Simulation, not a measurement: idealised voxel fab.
Proc. module: voxel released beams
Shown is cross-section cut, with a width of 145 nm and square cells of size 5 nm.
We lay out every cross-section as a grid of square cells and spell it out in bands from the top down, where one band means one or more rows of cells. Band: top and bottom heights (nm) first, top before bottom; then materials from left to right, widths in nm. "edge to edge" marks a sole material filling the band edge to edge. "empty" denotes empty space. Note: height 0 marks the level under which the wafer is uniformly one material as received. Lowest band unbounded below, written "0 down". The two numbers in a width such as "30..40" mark its ends across the band: the first belongs to the top row of cells, the second to the bottom row, and from each row to the next the width moves by the same amount. "no alterations made" (step): cross-section cells unchanged, all of them. You'll see "Closed void listing" listing empty spaces that have no way open to the top, as long as they're 8 cells or more; the notation is width x height at distance, where the distance is from the left edge, and all of it is in nm. It should be noted that, on the line of a given step, the content following the step's settings is a remark produced by the simulator itself with respect to that step. The setting "overlay nm" may be written on the line of a step. When the step uses a mask, the value reports how far to the right of the planned place the mask lay, and a negative value reports that it lay to the left.

Steps planned for the process
| 1 | RECEIVE,material Si |
| 2 | CONFORMAL_DEP,material Al2O3,thk nm 5 |
| 3 | DIRECTIONAL_DEP,material SiO2,thk nm 20 |
| 4 | DIRECTIONAL_DEP,material aC,thk nm 10 |
| 5 | PATTERN,tone open,mask id ANCHOR,material resist,width nm 25,thk nm 30,overlay nm 0 |
| 6 | DIRECTIONAL_ETCH,etch materials aC,depth nm 10 |
| 7 | STRIP,etch materials resist |
| 8 | DIRECTIONAL_ETCH,etch materials SiO2,depth nm 20 |
| 9 | STRIP,etch materials aC |
| 10 | CONFORMAL_DEP,material polySi,thk nm 10 |
| 11 | DIRECTIONAL_DEP,material aC,thk nm 15 |
| 12 | PATTERN,tone cover,mask id BEAM,material resist,width nm 80,thk nm 30,overlay nm 0 |
| 13 | DIRECTIONAL_ETCH,etch materials aC,depth nm 15 |
| 14 | STRIP,etch materials resist |
| 15 | DIRECTIONAL_ETCH,etch materials polySi,depth nm 10 |
| 16 | STRIP,etch materials aC |
| 17 | STRIP,etch materials SiO2 |

First out of two wafers; run went to plan

As-received wafer cross-section (after step 1)
* 0 down = Si edge to edge
* Closed void listing: none

Once step 2 is through, the wafer looks like this in cross-section
* 5 to 0 = Al2O3 edge to edge
* Below 0, no change.

Once step 3 is through, the wafer looks like this in cross-section
* 25 to 5 = SiO2 edge to edge
* Below 5, no change.

Once step 4 is through, the wafer looks like this in cross-section
* 35 to 25 = aC edge to edge
* Below 25, no change.

Once step 5 is through, the wafer looks like this in cross-section
* 65 to 35 = resist=35, empty=25, resist=85
* Below 35, no change.

Once step 6 is through, the wafer looks like this in cross-section
* 55 to 35 = resist=35, empty=25, resist=85
* 35 to 25 = aC=35, empty=25, aC=85
* Below 25, no change.

Once step 7 is through, the wafer looks like this in cross-section
* 35 to 25 = aC=35, empty=25, aC=85
* Below 25, no change.

Once step 8 is through, the wafer looks like this in cross-section
* 35 to 25 = aC=35, empty=25, aC=85
* 25 to 5 = SiO2=35, empty=25, SiO2=85
* Below 5, no change.

Once step 9 is through, the wafer looks like this in cross-section
* 25 to 5 = SiO2=35, empty=25, SiO2=85
* Below 5, no change.

Once step 10 is through, the wafer looks like this in cross-section
* 35 to 25 = polySi=45, empty=5, polySi=95
* 25 to 15 = SiO2=35, polySi=10, empty=5, polySi=10, SiO2=85
* 15 to 5 = SiO2=35, polySi=25, SiO2=85
* Below 5, no change.

Once step 11 is through, the wafer looks like this in cross-section
* 50 to 35 = aC=45, empty=5, aC=95
* 35 to 30 = polySi=45, empty=5, polySi=95
* 30 to 25 = polySi=45, aC=5, polySi=95
* 25 to 15 = SiO2=35, polySi=10, aC=5, polySi=10, SiO2=85
* Below 15, no change.

Once step 12 is through, the wafer looks like this in cross-section
* 80 to 50 = empty=30, resist=80, empty=35
* 50 to 35 = aC=45, resist=5, aC=95
* 35 to 30 = polySi=45, resist=5, polySi=95
* Below 30, no change.

Once step 13 is through, the wafer looks like this in cross-section
* 65 to 50 = empty=30, resist=80, empty=35
* 50 to 35 = empty=30, aC=15, resist=5, aC=60, empty=35
* Below 35, no change.

Once step 14 is through, the wafer looks like this in cross-section
* 50 to 35 = empty=30, aC=15, empty=5, aC=60, empty=35
* 35 to 30 = polySi=45, empty=5, polySi=95
* Below 30, no change.

Once step 15 is through, the wafer looks like this in cross-section
* 50 to 35 = empty=30, aC=15, empty=5, aC=60, empty=35
* 35 to 30 = empty=30, polySi=15, empty=5, polySi=60, empty=35
* 30 to 25 = empty=30, polySi=15, aC=5, polySi=60, empty=35
* Below 25, no change.

Once step 16 is through, the wafer looks like this in cross-section
* 35 to 25 = empty=30, polySi=15, empty=5, polySi=60, empty=35
* 25 to 15 = SiO2=35, polySi=10, empty=5, polySi=10, SiO2=85
* Below 15, no change.

Once step 17 is through, the wafer looks like this in cross-section
* 35 to 25 = empty=30, polySi=15, empty=5, polySi=60, empty=35
* 25 to 15 = empty=35, polySi=10, empty=5, polySi=10, empty=85
* 15 to 5 = empty=35, polySi=25, empty=85
* Below 5, no change.

Regarding the second of the two wafers: it shared the first wafer's starting condition and process plan, yet one error occurred during its execution. Its history coincides with that of the first wafer up to and including step 9

Second wafer at the planned finish of step 10, seen in cross-section
* 30 to 25 = polySi=40, empty=15, polySi=90
* 25 to 10 = SiO2=35, polySi=5, empty=15, polySi=5, SiO2=85
* 10 to 5 = SiO2=35, polySi=25, SiO2=85
* Below 5, no change.

Second wafer at the planned finish of step 11, seen in cross-section
* 45 to 30 = aC=40, empty=15, aC=90
* 30 to 25 = polySi=40, empty=15, polySi=90
* 25 to 10 = SiO2=35, polySi=5, aC=15, polySi=5, SiO2=85
* Below 10, no change.

Second wafer at the planned finish of step 12, seen in cross-section
* 75 to 45 = empty=30, resist=80, empty=35
* 45 to 30 = aC=40, resist=15, aC=90
* 30 to 25 = polySi=40, resist=15, polySi=90
* Below 25, no change.

Second wafer at the planned finish of step 13, seen in cross-section
* 60 to 45 = empty=30, resist=80, empty=35
* 45 to 30 = empty=30, aC=10, resist=15, aC=55, empty=35
* Below 30, no change.

Second wafer at the planned finish of step 14, seen in cross-section
* 45 to 30 = empty=30, aC=10, empty=15, aC=55, empty=35
* 30 to 25 = polySi=40, empty=15, polySi=90
* Below 25, no change.

Second wafer at the planned finish of step 15, seen in cross-section
* 45 to 30 = empty=30, aC=10, empty=15, aC=55, empty=35
* 30 to 25 = empty=30, polySi=10, empty=15, polySi=55, empty=35
* Below 25, no change.

Second wafer at the planned finish of step 16, seen in cross-section
* 30 to 25 = empty=30, polySi=10, empty=15, polySi=55, empty=35
* 25 to 10 = SiO2=35, polySi=5, empty=15, polySi=5, SiO2=85
* Below 10, no change.

Second wafer at the planned finish of step 17, seen in cross-section
* 30 to 25 = empty=30, polySi=10, empty=15, polySi=55, empty=35
* 25 to 10 = empty=35, polySi=5, empty=15, polySi=5, empty=85
* 10 to 5 = empty=35, polySi=25, empty=85
* Below 5, no change.
Heads up, the wafer didn't run the way we planned it: step 10 ran differently from the plan; actual operation with settings: CONFORMAL_DEP,material polySi,thk nm 5
Bottom line after processing is that, in cells, the second wafer is up or down on some materials versus the first: -24 polySi
